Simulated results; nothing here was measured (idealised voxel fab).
Title: Process Module voxel self aligned contacts
The figure presents cross-section cut, which has a width of 160 nm and is divided into square cells with an edge length of 5 nm.
Think of the cross-section as a grid of square cells. We describe it in bands, top to bottom, and each band covers one or more rows of those cells.
Basically the band line says how high the top is and how high the bottom is, in nm, and then what's in it from left to right, every material with its width in nm. Empty space shows up as "empty", and if a single material carries "full width" it runs the full band edge to edge.
Heights are measured from 0, the level below which the as-received wafer is all one material; the lowest band has no bottom and continues downward, written as in "0 -> down".
You'd read "30..40" like this: the band's top row of cells is as wide as the first number, its bottom row is as wide as the second, and going down, every row changes width by the same amount as the row before did.
Given "no change" for a step, no cell of the cross-section differs between before and after that step.
Under "Unvented voids" you'll find the enclosed gaps, the ones with no way out to the top, that are 8 cells or bigger; each reads width x height at distance, with distance counted from the left edge, everything in nm.
Heads up: the bit after the settings on a step's line is the simulator's remark on that step.
overlay nm: where the mask lay relative to plan, measured to the right, on steps with a mask; negatives go left.
[plan]
1: RECEIVE (material Si)
2: CONFORMAL_DEP (material SiO2; thk nm 5)
3: DIRECTIONAL_DEP (material polySi; thk nm 20)
4: DIRECTIONAL_DEP (material SiN; thk nm 15)
5: DIRECTIONAL_DEP (material aC; thk nm 15)
6: PATTERN (tone cover; mask id GATE; material resist; width nm 30; pitch nm 65; thk nm 30; overlay nm 0)
7: DIRECTIONAL_ETCH (etch materials aC; depth nm 15)
8: STRIP (etch materials resist)
9: DIRECTIONAL_ETCH (etch materials SiN; depth nm 15)
10: DIRECTIONAL_ETCH (etch materials polySi; depth nm 20)
11: STRIP (etch materials aC)
12: CONFORMAL_DEP (material SiN; thk nm 5)
13: DIRECTIONAL_ETCH (etch materials SiN; depth nm 5)
14: FILL_DEP (material SiO2; thk nm 15)
15: CMP (height nm 45)
16: DIRECTIONAL_DEP (material aC; thk nm 15)
17: PATTERN (tone open; mask id CONTACT; material resist; width nm 45; thk nm 30; overlay nm 0)
18: DIRECTIONAL_ETCH (etch materials aC; depth nm 15)
19: STRIP (etch materials resist)
20: DIRECTIONAL_ETCH (etch materials SiO2; depth nm 45)
21: STRIP (etch materials aC)
22: CONFORMAL_DEP (material TiN; thk nm 5)
23: FILL_DEP (material W; thk nm 10)
24: CMP (height nm 45)
25: CONFORMAL_DEP (material SiCN; thk nm 5)
[Shown in cross-section is the wafer as received, that is, as it stands after step 1]
* 0 -> down  Si full width
* Unvented voids: none
[Module complete, cross-section. Starting point and plan per above. One mistake made in running the module]
* 50 -> 45  SiCN full width
* 45 -> 30  SiO2=25, SiN=5, polySi=30, SiN=5, TiN=5, W=15, TiN=5, SiN=5, polySi=30, SiN=5, SiO2=30
* 30 -> 25  SiO2=25, SiN=5, polySi=30, SiN=5, TiN=25, SiN=5, polySi=30, SiN=5, SiO2=30
* 25 -> 5  polySi full width
* 5 -> 0  SiO2 full width
* 0 -> down  Si full width
* Unvented voids: none
Processing error: plan step 3 was conducted twice
